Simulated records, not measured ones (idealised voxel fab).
Herein follows the process module entitled voxel air gaps.
285 nm wide, 5 nm square cells: that's cross-section cut.
A cross-section is a grid of square cells, given in bands from the top down. A band is one or more rows of cells.
In this notation a band is specified by the heights of its top and bottom, in that order and in nm, after which its materials appear from left to right, each paired with its width in nm. The word "all across" attached to a single material means that material fills the band from edge to edge; the word "air" stands for empty space.
Height is counted from the level 0, under which the received wafer is composed throughout of one material. The lowest of the bands is not closed at the bottom but continues downward, in the notation "0..down".
A two-number width, for instance "30 to 40", indicates that the width is equal to the first number in the top row of the band and to the second number in the bottom row, and that it changes by a constant amount per row of cells.
"no change" for a step: no cell of the cross-section changed in that step.
Under "Sealed void inventory" you'll find the enclosed gaps, the ones with no way out to the top, that are 8 cells or bigger; each reads width x height at distance, with distance counted from the left edge, everything in nm.
Past the settings on a step's line: simulator remark, on that step.
"overlay nm" on a masked step: distance the mask lay right of its planned place, negative for left.
So the way this works: pairs, before and after one process step. The after picture only goes down to the lowest band that actually changed, nothing below. Step and its settings are under each pair. And watch out, pairs might come from different runs of this module, same starting wafer though, so a pair only follows on from the one above if its "Ex-ante state" entry tells you so.

**Ex-ante state**
  0..down | Si all across
  Sealed void inventory: none

**Post-Step Appearance**
  10..0 | SiO2 all across
  Note: structure below 0 unchanged.
  Sealed void inventory: none
Between the two cross-sections you see above, the step is CONFORMAL_DEP,material SiO2,thk nm 10

Ex-ante state: the wafer arrives at this step looking as the after cross-section in the pair just above shows it.

**Post-Step Appearance**
  15..10 | SiN all across
  Note: structure below 10 unchanged.
  Sealed void inventory: none
Between the two cross-sections you see above, the step is CONFORMAL_DEP,material SiN,thk nm 5

Ex-ante state: the wafer arrives at this step looking as the after cross-section in the pair just above shows it.

**Post-Step Appearance**
  55..15 | lowk all across
  Note: structure below 15 unchanged.
  Sealed void inventory: none
Between the two cross-sections you see above, the step is DIRECTIONAL_DEP,material lowk,thk nm 40

Ex-ante state: the wafer arrives at this step looking as the after cross-section in the pair just above shows it.

**Post-Step Appearance**
  65..55 | aC all across
  Note: structure below 55 unchanged.
  Sealed void inventory: none
Between the two cross-sections you see above, the step is DIRECTIONAL_DEP,material aC,thk nm 10

Ex-ante state: the wafer arrives at this step looking as the after cross-section in the pair just above shows it.

**Post-Step Appearance**
  90..65 | 75 nm resist | 15 nm air | 25 nm resist | 15 nm air | 25 nm resist | 15 nm air | 25 nm resist | 15 nm air | 75 nm resist
  Note: structure below 65 unchanged.
  Sealed void inventory: none
Between the two cross-sections you see above, the step is PATTERN,tone open,mask id LINES,material resist,width nm 15,pitch nm 40,thk nm 25,overlay nm 0

Ex-ante state: the wafer arrives at this step looking as the after cross-section in the pair just above shows it.

**Post-Step Appearance**
  80..65 | 75 nm resist | 15 nm air | 25 nm resist | 15 nm air | 25 nm resist | 15 nm air | 25 nm resist | 15 nm air | 75 nm resist
  65..55 | 75 nm aC | 15 nm air | 25 nm aC | 15 nm air | 25 nm aC | 15 nm air | 25 nm aC | 15 nm air | 75 nm aC
  Note: structure below 55 unchanged.
  Sealed void inventory: none
Between the two cross-sections you see above, the step is DIRECTIONAL_ETCH,etch materials aC,depth nm 10

Ex-ante state: the wafer arrives at this step looking as the after cross-section in the pair just above shows it.

**Post-Step Appearance**
  65..55 | 75 nm aC | 15 nm air | 25 nm aC | 15 nm air | 25 nm aC | 15 nm air | 25 nm aC | 15 nm air | 75 nm aC
  Note: structure below 55 unchanged.
  Sealed void inventory: none
Between the two cross-sections you see above, the step is STRIP,etch materials resist

Ex-ante state: the wafer arrives at this step looking as the after cross-section in the pair just above shows it.

**Post-Step Appearance**
  65..55 | 75 nm aC | 15 nm air | 25 nm aC | 15 nm air | 25 nm aC | 15 nm air | 25 nm aC | 15 nm air | 75 nm aC
  55..15 | 75 nm lowk | 15 nm air | 25 nm lowk | 15 nm air | 25 nm lowk | 15 nm air | 25 nm lowk | 15 nm air | 75 nm lowk
  Note: structure below 15 unchanged.
  Sealed void inventory: none
Between the two cross-sections you see above, the step is DIRECTIONAL_ETCH,etch materials lowk,depth nm 40

Ex-ante state: the wafer arrives at this step looking as the after cross-section in the pair just above shows it.

**Post-Step Appearance**
  55..15 | 75 nm lowk | 15 nm air | 25 nm lowk | 15 nm air | 25 nm lowk | 15 nm air | 25 nm lowk | 15 nm air | 75 nm lowk
  Note: structure below 15 unchanged.
  Sealed void inventory: none
Between the two cross-sections you see above, the step is STRIP,etch materials aC

Ex-ante state: the wafer arrives at this step looking as the after cross-section in the pair just above shows it.

**Post-Step Appearance**
  60..55 | 80 nm TiN | 5 nm air | 35 nm TiN | 5 nm air | 35 nm TiN | 5 nm air | 35 nm TiN | 5 nm air | 80 nm TiN
  55..20 | 75 nm lowk | 5 nm TiN | 5 nm air | 5 nm TiN | 25 nm lowk | 5 nm TiN | 5 nm air | 5 nm TiN | 25 nm lowk | 5 nm TiN | 5 nm air | 5 nm TiN | 25 nm lowk | 5 nm TiN | 5 nm air | 5 nm TiN | 75 nm lowk
  20..15 | 75 nm lowk | 15 nm TiN | 25 nm lowk | 15 nm TiN | 25 nm lowk | 15 nm TiN | 25 nm lowk | 15 nm TiN | 75 nm lowk
  Note: structure below 15 unchanged.
  Sealed void inventory: none
Between the two cross-sections you see above, the step is CONFORMAL_DEP,material TiN,thk nm 5

Ex-ante state: the wafer arrives at this step looking as the after cross-section in the pair just above shows it.

**Post-Step Appearance**
  70..60 | Ru all across
  60..55 | 80 nm TiN | 5 nm Ru | 35 nm TiN | 5 nm Ru | 35 nm TiN | 5 nm Ru | 35 nm TiN | 5 nm Ru | 80 nm TiN
  55..20 | 75 nm lowk | 5 nm TiN | 5 nm Ru | 5 nm TiN | 25 nm lowk | 5 nm TiN | 5 nm Ru | 5 nm TiN | 25 nm lowk | 5 nm TiN | 5 nm Ru | 5 nm TiN | 25 nm lowk | 5 nm TiN | 5 nm Ru | 5 nm TiN | 75 nm lowk
  Note: structure below 20 unchanged.
  Sealed void inventory: none
Between the two cross-sections you see above, the step is FILL_DEP,material Ru,thk nm 10

Ex-ante state: the wafer arrives at this step looking as the after cross-section in the pair just above shows it.

**Post-Step Appearance**
  55..20 | 75 nm lowk | 5 nm TiN | 5 nm Ru | 5 nm TiN | 25 nm lowk | 5 nm TiN | 5 nm Ru | 5 nm TiN | 25 nm lowk | 5 nm TiN | 5 nm Ru | 5 nm TiN | 25 nm lowk | 5 nm TiN | 5 nm Ru | 5 nm TiN | 75 nm lowk
  Note: structure below 20 unchanged.
  Sealed void inventory: none
Between the two cross-sections you see above, the step is CMP,height nm 55

Ex-ante state: the wafer arrives at this step looking as the after cross-section in the pair just above shows it.

**Post-Step Appearance**
  65..55 | 65 nm air | 35 nm Ru | 5 nm air | 35 nm Ru | 5 nm air | 35 nm Ru | 5 nm air | 35 nm Ru | 65 nm air
  Note: structure below 55 unchanged.
  Sealed void inventory: none
Between the two cross-sections you see above, the step is EPI,material Ru,thk nm 10

Ex-ante state: the wafer arrives at this step looking as the after cross-section in the pair just above shows it.

**Post-Step Appearance**
  65..55 | 65 nm air | 35 nm Ru | 5 nm air | 35 nm Ru | 5 nm air | 35 nm Ru | 5 nm air | 35 nm Ru | 65 nm air
  55..20 | 75 nm air | 5 nm TiN | 5 nm Ru | 5 nm TiN | 25 nm air | 5 nm TiN | 5 nm Ru | 5 nm TiN | 25 nm air | 5 nm TiN | 5 nm Ru | 5 nm TiN | 25 nm air | 5 nm TiN | 5 nm Ru | 5 nm TiN | 75 nm air
  20..15 | 75 nm air | 15 nm TiN | 25 nm air | 15 nm TiN | 25 nm air | 15 nm TiN | 25 nm air | 15 nm TiN | 75 nm air
  Note: structure below 15 unchanged.
  Sealed void inventory: none
Between the two cross-sections you see above, the step is SELECTIVE_ETCH,etch materials lowk,depth nm 50

Ex-ante state: the wafer arrives at this step looking as the after cross-section in the pair just above shows it.

**Post-Step Appearance**
  70..65 | 60 nm air | 165 nm SiN | 60 nm air
  65..55 | 60 nm air | 5 nm SiN | 35 nm Ru | 5 nm SiN | 35 nm Ru | 5 nm SiN | 35 nm Ru | 5 nm SiN | 35 nm Ru | 5 nm SiN | 60 nm air
  55..50 | 60 nm air | 15 nm SiN | 5 nm TiN | 5 nm Ru | 5 nm TiN | 25 nm SiN | 5 nm TiN | 5 nm Ru | 5 nm TiN | 25 nm SiN | 5 nm TiN | 5 nm Ru | 5 nm TiN | 25 nm SiN | 5 nm TiN | 5 nm Ru | 5 nm TiN | 15 nm SiN | 60 nm air
  50..20 | 70 nm air | 5 nm SiN | 5 nm TiN | 5 nm Ru | 5 nm TiN | 5 nm SiN | 15 nm air | 5 nm SiN | 5 nm TiN | 5 nm Ru | 5 nm TiN | 5 nm SiN | 15 nm air | 5 nm SiN | 5 nm TiN | 5 nm Ru | 5 nm TiN | 5 nm SiN | 15 nm air | 5 nm SiN | 5 nm TiN | 5 nm Ru | 5 nm TiN | 5 nm SiN | 70 nm air
  20..15 | 75 nm SiN | 15 nm TiN | 25 nm SiN | 15 nm TiN | 25 nm SiN | 15 nm TiN | 25 nm SiN | 15 nm TiN | 75 nm SiN
  Note: structure below 15 unchanged.
  Sealed void inventory: 15 x 30 at 95; 15 x 30 at 135; 15 x 30 at 175
Between the two cross-sections you see above, the step is CONFORMAL_DEP,material SiN,thk nm 5

**Ex-ante state**
  70..60 | Ru all across
  60..55 | 80 nm TiN | 5 nm Ru | 35 nm TiN | 5 nm Ru | 35 nm TiN | 5 nm Ru | 35 nm TiN | 5 nm Ru | 80 nm TiN
  55..20 | 75 nm lowk | 5 nm TiN | 5 nm Ru | 5 nm TiN | 25 nm lowk | 5 nm TiN | 5 nm Ru | 5 nm TiN | 25 nm lowk | 5 nm TiN | 5 nm Ru | 5 nm TiN | 25 nm lowk | 5 nm TiN | 5 nm Ru | 5 nm TiN | 75 nm lowk
  20..15 | 75 nm lowk | 15 nm TiN | 25 nm lowk | 15 nm TiN | 25 nm lowk | 15 nm TiN | 25 nm lowk | 15 nm TiN | 75 nm lowk
  15..10 | SiN all across
  10..0 | SiO2 all across
  0..down | Si all across
  Sealed void inventory: none

**Post-Step Appearance**
  80..60 | Ru all across
  Note: structure below 60 unchanged.
  Sealed void inventory: none
Between the two cross-sections you see above, the step is EPI,material Ru,thk nm 10

Ex-ante state: the wafer arrives at this step looking as the after cross-section in the pair just above shows it.

**Post-Step Appearance**
  85..80 | SiN all across
  Note: structure below 80 unchanged.
  Sealed void inventory: none
Between the two cross-sections you see above, the step is CONFORMAL_DEP,material SiN,thk nm 5

**Ex-ante state**
  65..55 | 65 nm air | 35 nm Ru | 5 nm air | 35 nm Ru | 5 nm air | 35 nm Ru | 5 nm air | 35 nm Ru | 65 nm air
  55..20 | 75 nm lowk | 5 nm TiN | 5 nm Ru | 5 nm TiN | 25 nm lowk | 5 nm TiN | 5 nm Ru | 5 nm TiN | 25 nm lowk | 5 nm TiN | 5 nm Ru | 5 nm TiN | 25 nm lowk | 5 nm TiN | 5 nm Ru | 5 nm TiN | 75 nm lowk
  20..15 | 75 nm lowk | 15 nm TiN | 25 nm lowk | 15 nm TiN | 25 nm lowk | 15 nm TiN | 25 nm lowk | 15 nm TiN | 75 nm lowk
  15..10 | SiN all across
  10..0 | SiO2 all across
  0..down | Si all across
  Sealed void inventory: none

**Post-Step Appearance**
  75..55 | 55 nm air | 175 nm Ru | 55 nm air
  Note: structure below 55 unchanged.
  Sealed void inventory: none
Between the two cross-sections you see above, the step is EPI,material Ru,thk nm 10

Ex-ante state: the wafer arrives at this step looking as the after cross-section in the pair just above shows it.

**Post-Step Appearance**
  75..55 | 55 nm air | 175 nm Ru | 55 nm air
  55..20 | 75 nm air | 5 nm TiN | 5 nm Ru | 5 nm TiN | 25 nm lowk | 5 nm TiN | 5 nm Ru | 5 nm TiN | 25 nm lowk | 5 nm TiN | 5 nm Ru | 5 nm TiN | 25 nm lowk | 5 nm TiN | 5 nm Ru | 5 nm TiN | 75 nm air
  20..15 | 75 nm air | 15 nm TiN | 25 nm lowk | 15 nm TiN | 25 nm lowk | 15 nm TiN | 25 nm lowk | 15 nm TiN | 75 nm air
  Note: structure below 15 unchanged.
  Sealed void inventory: none
Between the two cross-sections you see above, the step is SELECTIVE_ETCH,etch materials lowk,depth nm 50

Ex-ante state: the wafer arrives at this step looking as the after cross-section in the pair just above shows it.

**Post-Step Appearance**
  80..75 | 50 nm air | 185 nm SiN | 50 nm air
  75..55 | 50 nm air | 5 nm SiN | 175 nm Ru | 5 nm SiN | 50 nm air
  55..50 | 50 nm air | 25 nm SiN | 5 nm TiN | 5 nm Ru | 5 nm TiN | 25 nm lowk | 5 nm TiN | 5 nm Ru | 5 nm TiN | 25 nm lowk | 5 nm TiN | 5 nm Ru | 5 nm TiN | 25 nm lowk | 5 nm TiN | 5 nm Ru | 5 nm TiN | 25 nm SiN | 50 nm air
  50..20 | 70 nm air | 5 nm SiN | 5 nm TiN | 5 nm Ru | 5 nm TiN | 25 nm lowk | 5 nm TiN | 5 nm Ru | 5 nm TiN | 25 nm lowk | 5 nm TiN | 5 nm Ru | 5 nm TiN | 25 nm lowk | 5 nm TiN | 5 nm Ru | 5 nm TiN | 5 nm SiN | 70 nm air
  20..15 | 75 nm SiN | 15 nm TiN | 25 nm lowk | 15 nm TiN | 25 nm lowk | 15 nm TiN | 25 nm lowk | 15 nm TiN | 75 nm SiN
  Note: structure below 15 unchanged.
  Sealed void inventory: none
Between the two cross-sections you see above, the step is CONFORMAL_DEP,material SiN,thk nm 5

**Ex-ante state**
  10..0 | SiO2 all across
  0..down | Si all across
  Sealed void inventory: none

**Post-Step Appearance**
  50..10 | lowk all across
  Note: structure below 10 unchanged.
  Sealed void inventory: none
Between the two cross-sections you see above, the step is DIRECTIONAL_DEP,material lowk,thk nm 40

Ex-ante state: the wafer arrives at this step looking as the after cross-section in the pair just above shows it.

**Post-Step Appearance**
  55..50 | SiN all across
  Note: structure below 50 unchanged.
  Sealed void inventory: none
Between the two cross-sections you see above, the step is CONFORMAL_DEP,material SiN,thk nm 5

Ex-ante state: the wafer arrives at this step looking as the after cross-section in the pair just above shows it.

**Post-Step Appearance**
  65..55 | aC all across
  Note: structure below 55 unchanged.
  Sealed void inventory: none
Between the two cross-sections you see above, the step is DIRECTIONAL_DEP,material aC,thk nm 10

Ex-ante state: the wafer arrives at this step looking as the after cross-section in the pair just above shows it.

**Post-Step Appearance**
  90..65 | 75 nm resist | 15 nm air | 25 nm resist | 15 nm air | 25 nm resist | 15 nm air | 25 nm resist | 15 nm air | 75 nm resist
  Note: structure below 65 unchanged.
  Sealed void inventory: none
Between the two cross-sections you see above, the step is PATTERN,tone open,mask id LINES,material resist,width nm 15,pitch nm 40,thk nm 25,overlay nm 0

Ex-ante state: the wafer arrives at this step looking as the after cross-section in the pair just above shows it.

**Post-Step Appearance**
  80..65 | 75 nm resist | 15 nm air | 25 nm resist | 15 nm air | 25 nm resist | 15 nm air | 25 nm resist | 15 nm air | 75 nm resist
  65..55 | 75 nm aC | 15 nm air | 25 nm aC | 15 nm air | 25 nm aC | 15 nm air | 25 nm aC | 15 nm air | 75 nm aC
  Note: structure below 55 unchanged.
  Sealed void inventory: none
Between the two cross-sections you see above, the step is DIRECTIONAL_ETCH,etch materials aC,depth nm 10

Ex-ante state: the wafer arrives at this step looking as the after cross-section in the pair just above shows it.

**Post-Step Appearance**
  65..55 | 75 nm aC | 15 nm air | 25 nm aC | 15 nm air | 25 nm aC | 15 nm air | 25 nm aC | 15 nm air | 75 nm aC
  Note: structure below 55 unchanged.
  Sealed void inventory: none
Between the two cross-sections you see above, the step is STRIP,etch materials resist

Ex-ante state: the wafer arrives at this step looking as the after cross-section in the pair just above shows it.

**Post-Step Appearance**
  55..50 | SiN all across
  Note: structure below 50 unchanged.
  Sealed void inventory: none
Between the two cross-sections you see above, the step is STRIP,etch materials aC

Ex-ante state: the wafer arrives at this step looking as the after cross-section in the pair just above shows it.

**Post-Step Appearance**
  60..55 | TiN all across
  Note: structure below 55 unchanged.
  Sealed void inventory: none
Between the two cross-sections you see above, the step is CONFORMAL_DEP,material TiN,thk nm 5

Ex-ante state: the wafer arrives at this step looking as the after cross-section in the pair just above shows it.

**Post-Step Appearance**
  70..60 | Ru all across
  Note: structure below 60 unchanged.
  Sealed void inventory: none
Between the two cross-sections you see above, the step is FILL_DEP,material Ru,thk nm 10

Ex-ante state: the wafer arrives at this step looking as the after cross-section in the pair just above shows it.

**Post-Step Appearance**
  55..50 | SiN all across
  Note: structure below 50 unchanged.
  Sealed void inventory: none
Between the two cross-sections you see above, the step is CMP,height nm 55

Ex-ante state: the wafer arrives at this step looking as the after cross-section in the pair just above shows it.

**Post-Step Appearance**
  60..50 | SiN all across
  Note: structure below 50 unchanged.
  Sealed void inventory: none
Between the two cross-sections you see above, the step is CONFORMAL_DEP,material SiN,thk nm 5

**Ex-ante state**
  70..60 | Ru all across
  60..55 | 80 nm TiN | 5 nm Ru | 35 nm TiN | 5 nm Ru | 35 nm TiN | 5 nm Ru | 35 nm TiN | 5 nm Ru | 80 nm TiN
  55..20 | 75 nm lowk | 5 nm TiN | 5 nm Ru | 5 nm TiN | 25 nm lowk | 5 nm TiN | 5 nm Ru | 5 nm TiN | 25 nm lowk | 5 nm TiN | 5 nm Ru | 5 nm TiN | 25 nm lowk | 5 nm TiN | 5 nm Ru | 5 nm TiN | 75 nm lowk
  20..15 | 75 nm lowk | 15 nm TiN | 25 nm lowk | 15 nm TiN | 25 nm lowk | 15 nm TiN | 25 nm lowk | 15 nm TiN | 75 nm lowk
  15..10 | SiN all across
  10..0 | SiO2 all across
  0..down | Si all across
  Sealed void inventory: none

**Post-Step Appearance**
  65..60 | Ru all across
  Note: structure below 60 unchanged.
  Sealed void inventory: none
Between the two cross-sections you see above, the step is CMP,height nm 65

Ex-ante state: the wafer arrives at this step looking as the after cross-section in the pair just above shows it.

**Post-Step Appearance**
  75..60 | Ru all across
  Note: structure below 60 unchanged.
  Sealed void inventory: none
Between the two cross-sections you see above, the step is EPI,material Ru,thk nm 10

Ex-ante state: the wafer arrives at this step looking as the after cross-section in the pair just above shows it.

**Post-Step Appearance**
  80..75 | SiN all across
  Note: structure below 75 unchanged.
  Sealed void inventory: none
Between the two cross-sections you see above, the step is CONFORMAL_DEP,material SiN,thk nm 5

**Ex-ante state**
  65..55 | aC all across
  55..15 | lowk all across
  15..10 | SiN all across
  10..0 | SiO2 all across
  0..down | Si all across
  Sealed void inventory: none

**Post-Step Appearance**
  90..65 | 70 nm resist | 25 nm air | 15 nm resist | 25 nm air | 15 nm resist | 25 nm air | 15 nm resist | 25 nm air | 70 nm resist
  Note: structure below 65 unchanged.
  Sealed void inventory: none
Between the two cross-sections you see above, the step is PATTERN,tone open,mask id LINES,material resist,width nm 25,pitch nm 40,thk nm 25,overlay nm 0

Ex-ante state: the wafer arrives at this step looking as the after cross-section in the pair just above shows it.

**Post-Step Appearance**
  80..65 | 70 nm resist | 25 nm air | 15 nm resist | 25 nm air | 15 nm resist | 25 nm air | 15 nm resist | 25 nm air | 70 nm resist
  65..55 | 70 nm aC | 25 nm air | 15 nm aC | 25 nm air | 15 nm aC | 25 nm air | 15 nm aC | 25 nm air | 70 nm aC
  Note: structure below 55 unchanged.
  Sealed void inventory: none
Between the two cross-sections you see above, the step is DIRECTIONAL_ETCH,etch materials aC,depth nm 10

Ex-ante state: the wafer arrives at this step looking as the after cross-section in the pair just above shows it.

**Post-Step Appearance**
  65..55 | 70 nm aC | 25 nm air | 15 nm aC | 25 nm air | 15 nm aC | 25 nm air | 15 nm aC | 25 nm air | 70 nm aC
  Note: structure below 55 unchanged.
  Sealed void inventory: none
Between the two cross-sections you see above, the step is STRIP,etch materials resist

Ex-ante state: the wafer arrives at this step looking as the after cross-section in the pair just above shows it.

**Post-Step Appearance**
  65..55 | 70 nm aC | 25 nm air | 15 nm aC | 25 nm air | 15 nm aC | 25 nm air | 15 nm aC | 25 nm air | 70 nm aC
  55..15 | 70 nm lowk | 25 nm air | 15 nm lowk | 25 nm air | 15 nm lowk | 25 nm air | 15 nm lowk | 25 nm air | 70 nm lowk
  Note: structure below 15 unchanged.
  Sealed void inventory: none
Between the two cross-sections you see above, the step is DIRECTIONAL_ETCH,etch materials lowk,depth nm 40

Ex-ante state: the wafer arrives at this step looking as the after cross-section in the pair just above shows it.

**Post-Step Appearance**
  55..15 | 70 nm lowk | 25 nm air | 15 nm lowk | 25 nm air | 15 nm lowk | 25 nm air | 15 nm lowk | 25 nm air | 70 nm lowk
  Note: structure below 15 unchanged.
  Sealed void inventory: none
Between the two cross-sections you see above, the step is STRIP,etch materials aC

Ex-ante state: the wafer arrives at this step looking as the after cross-section in the pair just above shows it.

**Post-Step Appearance**
  60..55 | 75 nm TiN | 15 nm air | 25 nm TiN | 15 nm air | 25 nm TiN | 15 nm air | 25 nm TiN | 15 nm air | 75 nm TiN
  55..20 | 70 nm lowk | 5 nm TiN | 15 nm air | 5 nm TiN | 15 nm lowk | 5 nm TiN | 15 nm air | 5 nm TiN | 15 nm lowk | 5 nm TiN | 15 nm air | 5 nm TiN | 15 nm lowk | 5 nm TiN | 15 nm air | 5 nm TiN | 70 nm lowk
  20..15 | 70 nm lowk | 25 nm TiN | 15 nm lowk | 25 nm TiN | 15 nm lowk | 25 nm TiN | 15 nm lowk | 25 nm TiN | 70 nm lowk
  Note: structure below 15 unchanged.
  Sealed void inventory: none
Between the two cross-sections you see above, the step is CONFORMAL_DEP,material TiN,thk nm 5

Ex-ante state: the wafer arrives at this step looking as the after cross-section in the pair just above shows it.

**Post-Step Appearance**
  70..60 | Ru all across
  60..55 | 75 nm TiN | 15 nm Ru | 25 nm TiN | 15 nm Ru | 25 nm TiN | 15 nm Ru | 25 nm TiN | 15 nm Ru | 75 nm TiN
  55..20 | 70 nm lowk | 5 nm TiN | 15 nm Ru | 5 nm TiN | 15 nm lowk | 5 nm TiN | 15 nm Ru | 5 nm TiN | 15 nm lowk | 5 nm TiN | 15 nm Ru | 5 nm TiN | 15 nm lowk | 5 nm TiN | 15 nm Ru | 5 nm TiN | 70 nm lowk
  Note: structure below 20 unchanged.
  Sealed void inventory: none
Between the two cross-sections you see above, the step is FILL_DEP,material Ru,thk nm 10

Ex-ante state: the wafer arrives at this step looking as the after cross-section in the pair just above shows it.

**Post-Step Appearance**
  55..20 | 70 nm lowk | 5 nm TiN | 15 nm Ru | 5 nm TiN | 15 nm lowk | 5 nm TiN | 15 nm Ru | 5 nm TiN | 15 nm lowk | 5 nm TiN | 15 nm Ru | 5 nm TiN | 15 nm lowk | 5 nm TiN | 15 nm Ru | 5 nm TiN | 70 nm lowk
  Note: structure below 20 unchanged.
  Sealed void inventory: none
Between the two cross-sections you see above, the step is CMP,height nm 55

Ex-ante state: the wafer arrives at this step looking as the after cross-section in the pair just above shows it.

**Post-Step Appearance**
  65..55 | 60 nm air | 165 nm Ru | 60 nm air
  Note: structure below 55 unchanged.
  Sealed void inventory: none
Between the two cross-sections you see above, the step is EPI,material Ru,thk nm 10

Ex-ante state: the wafer arrives at this step looking as the after cross-section in the pair just above shows it.

**Post-Step Appearance**
  65..55 | 60 nm air | 165 nm Ru | 60 nm air
  55..20 | 70 nm air | 5 nm TiN | 15 nm Ru | 5 nm TiN | 15 nm lowk | 5 nm TiN | 15 nm Ru | 5 nm TiN | 15 nm lowk | 5 nm TiN | 15 nm Ru | 5 nm TiN | 15 nm lowk | 5 nm TiN | 15 nm Ru | 5 nm TiN | 70 nm air
  20..15 | 70 nm air | 25 nm TiN | 15 nm lowk | 25 nm TiN | 15 nm lowk | 25 nm TiN | 15 nm lowk | 25 nm TiN | 70 nm air
  Note: structure below 15 unchanged.
  Sealed void inventory: none
Between the two cross-sections you see above, the step is SELECTIVE_ETCH,etch materials lowk,depth nm 50

Ex-ante state: the wafer arrives at this step looking as the after cross-section in the pair just above shows it.

**Post-Step Appearance**
  70..65 | 55 nm air | 175 nm SiN | 55 nm air
  65..55 | 55 nm air | 5 nm SiN | 165 nm Ru | 5 nm SiN | 55 nm air
  55..50 | 55 nm air | 15 nm SiN | 5 nm TiN | 15 nm Ru | 5 nm TiN | 15 nm lowk | 5 nm TiN | 15 nm Ru | 5 nm TiN | 15 nm lowk | 5 nm TiN | 15 nm Ru | 5 nm TiN | 15 nm lowk | 5 nm TiN | 15 nm Ru | 5 nm TiN | 15 nm SiN | 55 nm air
  50..20 | 65 nm air | 5 nm SiN | 5 nm TiN | 15 nm Ru | 5 nm TiN | 15 nm lowk | 5 nm TiN | 15 nm Ru | 5 nm TiN | 15 nm lowk | 5 nm TiN | 15 nm Ru | 5 nm TiN | 15 nm lowk | 5 nm TiN | 15 nm Ru | 5 nm TiN | 5 nm SiN | 65 nm air
  20..15 | 70 nm SiN | 25 nm TiN | 15 nm lowk | 25 nm TiN | 15 nm lowk | 25 nm TiN | 15 nm lowk | 25 nm TiN | 70 nm SiN
  Note: structure below 15 unchanged.
  Sealed void inventory: none
Between the two cross-sections you see above, the step is CONFORMAL_DEP,material SiN,thk nm 5

**Ex-ante state**
  65..55 | aC all across
  55..15 | lowk all across
  15..10 | SiN all across
  10..0 | SiO2 all across
  0..down | Si all across
  Sealed void inventory: none

**Post-Step Appearance**
  90..65 | 85 nm resist | 15 nm air | 25 nm resist | 15 nm air | 25 nm resist | 15 nm air | 25 nm resist | 15 nm air | 65 nm resist
  Note: structure below 65 unchanged.
  Sealed void inventory: none
Between the two cross-sections you see above, the step is PATTERN,tone open,mask id LINES,material resist,width nm 15,pitch nm 40,thk nm 25,overlay nm 10

Ex-ante state: the wafer arrives at this step looking as the after cross-section in the pair just above shows it.

**Post-Step Appearance**
  80..65 | 85 nm resist | 15 nm air | 25 nm resist | 15 nm air | 25 nm resist | 15 nm air | 25 nm resist | 15 nm air | 65 nm resist
  65..55 | 85 nm aC | 15 nm air | 25 nm aC | 15 nm air | 25 nm aC | 15 nm air | 25 nm aC | 15 nm air | 65 nm aC
  Note: structure below 55 unchanged.
  Sealed void inventory: none
Between the two cross-sections you see above, the step is DIRECTIONAL_ETCH,etch materials aC,depth nm 10

Ex-ante state: the wafer arrives at this step looking as the after cross-section in the pair just above shows it.

**Post-Step Appearance**
  65..55 | 85 nm aC | 15 nm air | 25 nm aC | 15 nm air | 25 nm aC | 15 nm air | 25 nm aC | 15 nm air | 65 nm aC
  Note: structure below 55 unchanged.
  Sealed void inventory: none
Between the two cross-sections you see above, the step is STRIP,etch materials resist

Ex-ante state: the wafer arrives at this step looking as the after cross-section in the pair just above shows it.

**Post-Step Appearance**
  65..55 | 85 nm aC | 15 nm air | 25 nm aC | 15 nm air | 25 nm aC | 15 nm air | 25 nm aC | 15 nm air | 65 nm aC
  55..15 | 85 nm lowk | 15 nm air | 25 nm lowk | 15 nm air | 25 nm lowk | 15 nm air | 25 nm lowk | 15 nm air | 65 nm lowk
  Note: structure below 15 unchanged.
  Sealed void inventory: none
Between the two cross-sections you see above, the step is DIRECTIONAL_ETCH,etch materials lowk,depth nm 40

Ex-ante state: the wafer arrives at this step looking as the after cross-section in the pair just above shows it.

**Post-Step Appearance**
  55..15 | 85 nm lowk | 15 nm air | 25 nm lowk | 15 nm air | 25 nm lowk | 15 nm air | 25 nm lowk | 15 nm air | 65 nm lowk
  Note: structure below 15 unchanged.
  Sealed void inventory: none
Between the two cross-sections you see above, the step is STRIP,etch materials aC

Ex-ante state: the wafer arrives at this step looking as the after cross-section in the pair just above shows it.

**Post-Step Appearance**
  60..55 | 90 nm TiN | 5 nm air | 35 nm TiN | 5 nm air | 35 nm TiN | 5 nm air | 35 nm TiN | 5 nm air | 70 nm TiN
  55..20 | 85 nm lowk | 5 nm TiN | 5 nm air | 5 nm TiN | 25 nm lowk | 5 nm TiN | 5 nm air | 5 nm TiN | 25 nm lowk | 5 nm TiN | 5 nm air | 5 nm TiN | 25 nm lowk | 5 nm TiN | 5 nm air | 5 nm TiN | 65 nm lowk
  20..15 | 85 nm lowk | 15 nm TiN | 25 nm lowk | 15 nm TiN | 25 nm lowk | 15 nm TiN | 25 nm lowk | 15 nm TiN | 65 nm lowk
  Note: structure below 15 unchanged.
  Sealed void inventory: none
Between the two cross-sections you see above, the step is CONFORMAL_DEP,material TiN,thk nm 5

Ex-ante state: the wafer arrives at this step looking as the after cross-section in the pair just above shows it.

**Post-Step Appearance**
  70..60 | Ru all across
  60..55 | 90 nm TiN | 5 nm Ru | 35 nm TiN | 5 nm Ru | 35 nm TiN | 5 nm Ru | 35 nm TiN | 5 nm Ru | 70 nm TiN
  55..20 | 85 nm lowk | 5 nm TiN | 5 nm Ru | 5 nm TiN | 25 nm lowk | 5 nm TiN | 5 nm Ru | 5 nm TiN | 25 nm lowk | 5 nm TiN | 5 nm Ru | 5 nm TiN | 25 nm lowk | 5 nm TiN | 5 nm Ru | 5 nm TiN | 65 nm lowk
  Note: structure below 20 unchanged.
  Sealed void inventory: none
Between the two cross-sections you see above, the step is FILL_DEP,material Ru,thk nm 10

Ex-ante state: the wafer arrives at this step looking as the after cross-section in the pair just above shows it.

**Post-Step Appearance**
  55..20 | 85 nm lowk | 5 nm TiN | 5 nm Ru | 5 nm TiN | 25 nm lowk | 5 nm TiN | 5 nm Ru | 5 nm TiN | 25 nm lowk | 5 nm TiN | 5 nm Ru | 5 nm TiN | 25 nm lowk | 5 nm TiN | 5 nm Ru | 5 nm TiN | 65 nm lowk
  Note: structure below 20 unchanged.
  Sealed void inventory: none
Between the two cross-sections you see above, the step is CMP,height nm 55

Ex-ante state: the wafer arrives at this step looking as the after cross-section in the pair just above shows it.

**Post-Step Appearance**
  65..55 | 75 nm air | 35 nm Ru | 5 nm air | 35 nm Ru | 5 nm air | 35 nm Ru | 5 nm air | 35 nm Ru | 55 nm air
  Note: structure below 55 unchanged.
  Sealed void inventory: none
Between the two cross-sections you see above, the step is EPI,material Ru,thk nm 10
